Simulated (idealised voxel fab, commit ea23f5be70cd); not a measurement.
Herein follows the process module entitled voxel wiring stack.
cross-section cut | 215 nm wide | cells 5 nm
Cross-section layout: square cells on a grid; listed as bands, top to bottom; a band spans one or more cell rows.
The band entry comprises the height of the band's top followed by the height of its bottom, expressed in nm, and subsequently the band's materials from left to right, each stated together with its width in nm. Where a single material is marked with the word "everywhere", that material fills the band from edge to edge. The word "air" represents empty space.
The level at which height equals 0 is the one under which the wafer, as it arrives, is entirely one material. No lower edge exists for the bottom band, which continues downward and is notated as in "0..down".
The expression "30 to 40" gives the width at the extremes of the band, the first number at its top row of cells and the second at its bottom row, with the width changing by equal amounts from each row to the next in between.
Take "no alterations made" at face value: in the step it is given for, the cross-section changed in none of its cells.
Closed empty spaces (no open way to the top) of 8 cells or more are what "Enclosed cavities" lists, each as width x height at distance from the left edge, nm for all three.
Whatever follows a step's settings on its line is a remark the simulator itself makes about that step.
overlay nm: for a step with a mask, the amount by which the mask lay right of where it was planned; a negative amount means left of it.
Each pair below shows a cross-section before one step and the cross-section after it, down to the lowest band that changed. The line under each pair gives the step between them, with its settings. The pairs can come from different runs of this module on the same starting wafer, so a pair continues from the pair above only where its "State on entry" says so.
[State on entry]
* 160..135: SiO2 everywhere
* 135..130: SiCN everywhere
* 130..115: lowk 40 nm  TiN 5 nm  Ru 5 nm  TiN 5 nm  lowk 35 nm  TiN 5 nm  Ru 5 nm  TiN 5 nm  lowk 35 nm  TiN 5 nm  Ru 5 nm  TiN 5 nm  lowk 60 nm
* 115..110: SiCN 40 nm  TiN 15 nm  SiCN 35 nm  TiN 15 nm  SiCN 35 nm  TiN 15 nm  SiCN 60 nm
* 110..100: lowk 40 nm  TiN 5 nm  Cu 20 nm  TiN 5 nm  lowk 20 nm  TiN 5 nm  Cu 20 nm  TiN 5 nm  lowk 20 nm  TiN 5 nm  Cu 20 nm  TiN 5 nm  lowk 45 nm
* 100..95: lowk 40 nm  TiN 5 nm  Cu 5 nm  TiN 20 nm  lowk 20 nm  TiN 5 nm  Cu 5 nm  TiN 20 nm  lowk 20 nm  TiN 5 nm  Cu 5 nm  TiN 20 nm  lowk 45 nm
* 95..85: lowk 40 nm  TiN 5 nm  Cu 5 nm  TiN 5 nm  lowk 35 nm  TiN 5 nm  Cu 5 nm  TiN 5 nm  lowk 35 nm  TiN 5 nm  Cu 5 nm  TiN 5 nm  lowk 60 nm
* 85..80: SiCN 40 nm  TiN 15 nm  SiCN 35 nm  TiN 15 nm  SiCN 35 nm  TiN 15 nm  SiCN 60 nm
* 80..55: SiO2 35 nm  SiN 5 nm  Ru 30 nm  SiN 5 nm  SiO2 10 nm  SiN 5 nm  Ru 30 nm  SiN 5 nm  SiO2 10 nm  SiN 5 nm  Ru 30 nm  SiN 5 nm  SiO2 40 nm
* 55..50: SiN 40 nm  TiN 30 nm  SiN 20 nm  TiN 30 nm  SiN 20 nm  TiN 30 nm  SiN 45 nm
* 50..40: SiO2 40 nm  Ru 15 nm  SiO2 85 nm  Ru 15 nm  SiO2 60 nm
* 40..35: SiCN 40 nm  Ru 15 nm  SiCN 85 nm  Ru 15 nm  SiCN 60 nm
* 35..15: SiO2 40 nm  TiN 5 nm  W 20 nm  TiN 5 nm  SiO2 20 nm  TiN 5 nm  W 20 nm  TiN 5 nm  SiO2 20 nm  TiN 5 nm  W 20 nm  TiN 5 nm  SiO2 45 nm
* 15..10: SiN 40 nm  TiN 30 nm  SiN 20 nm  TiN 30 nm  SiN 20 nm  TiN 30 nm  SiN 45 nm
* 10..0: SiO2 everywhere
* 0..down: Si everywhere
* Enclosed cavities: none
[State After Step]
* 160..135: air 40 nm  SiO2 30 nm  air 20 nm  SiO2 30 nm  air 20 nm  SiO2 30 nm  air 45 nm
* Anything lower than 135 is untouched.
* Enclosed cavities: none
Upper to lower cross-section via MASKED_ETCH with tone cover, mask id METAL_4, width nm 30, pitch nm 50, etch materials SiO2, depth nm 25, overlay nm 0
State on entry: unchanged from the after cross-section in the pair immediately above; refer to that figure.
[State After Step]
* 165..160: air 35 nm  TiN 40 nm  air 10 nm  TiN 40 nm  air 10 nm  TiN 40 nm  air 40 nm
* 160..140: air 35 nm  TiN 5 nm  SiO2 30 nm  TiN 5 nm  air 10 nm  TiN 5 nm  SiO2 30 nm  TiN 5 nm  air 10 nm  TiN 5 nm  SiO2 30 nm  TiN 5 nm  air 40 nm
* 140..135: TiN 40 nm  SiO2 30 nm  TiN 20 nm  SiO2 30 nm  TiN 20 nm  SiO2 30 nm  TiN 45 nm
* Anything lower than 135 is untouched.
* Enclosed cavities: none
Upper to lower cross-section via CONFORMAL_DEP with material TiN, thk nm 5
State on entry: unchanged from the after cross-section in the pair immediately above; refer to that figure.
[State After Step]
* 175..165: Cu everywhere
* 165..160: Cu 35 nm  TiN 40 nm  Cu 10 nm  TiN 40 nm  Cu 10 nm  TiN 40 nm  Cu 40 nm
* 160..140: Cu 35 nm  TiN 5 nm  SiO2 30 nm  TiN 5 nm  Cu 10 nm  TiN 5 nm  SiO2 30 nm  TiN 5 nm  Cu 10 nm  TiN 5 nm  SiO2 30 nm  TiN 5 nm  Cu 40 nm
* Anything lower than 140 is untouched.
* Enclosed cavities: none
Upper to lower cross-section via FILL_DEP with material Cu, thk nm 10
State on entry: unchanged from the after cross-section in the pair immediately above; refer to that figure.
[State After Step]
* 160..140: Cu 35 nm  TiN 5 nm  SiO2 30 nm  TiN 5 nm  Cu 10 nm  TiN 5 nm  SiO2 30 nm  TiN 5 nm  Cu 10 nm  TiN 5 nm  SiO2 30 nm  TiN 5 nm  Cu 40 nm
* Anything lower than 140 is untouched.
* Enclosed cavities: none
Upper to lower cross-section via CMP with height nm 160
State on entry: unchanged from the after cross-section in the pair immediately above; refer to that figure.
[State After Step]
* 165..160: Ru 45 nm  air 20 nm  Ru 30 nm  air 20 nm  Ru 30 nm  air 20 nm  Ru 50 nm
* Anything lower than 160 is untouched.
* Enclosed cavities: none
Upper to lower cross-section via EPI with material Ru, thk nm 5
State on entry: unchanged from the after cross-section in the pair immediately above; refer to that figure.
[State After Step]
* 170..165: SiCN everywhere
* 165..160: Ru 45 nm  SiCN 20 nm  Ru 30 nm  SiCN 20 nm  Ru 30 nm  SiCN 20 nm  Ru 50 nm
* Anything lower than 160 is untouched.
* Enclosed cavities: none
Upper to lower cross-section via FILL_DEP with material SiCN, thk nm 5
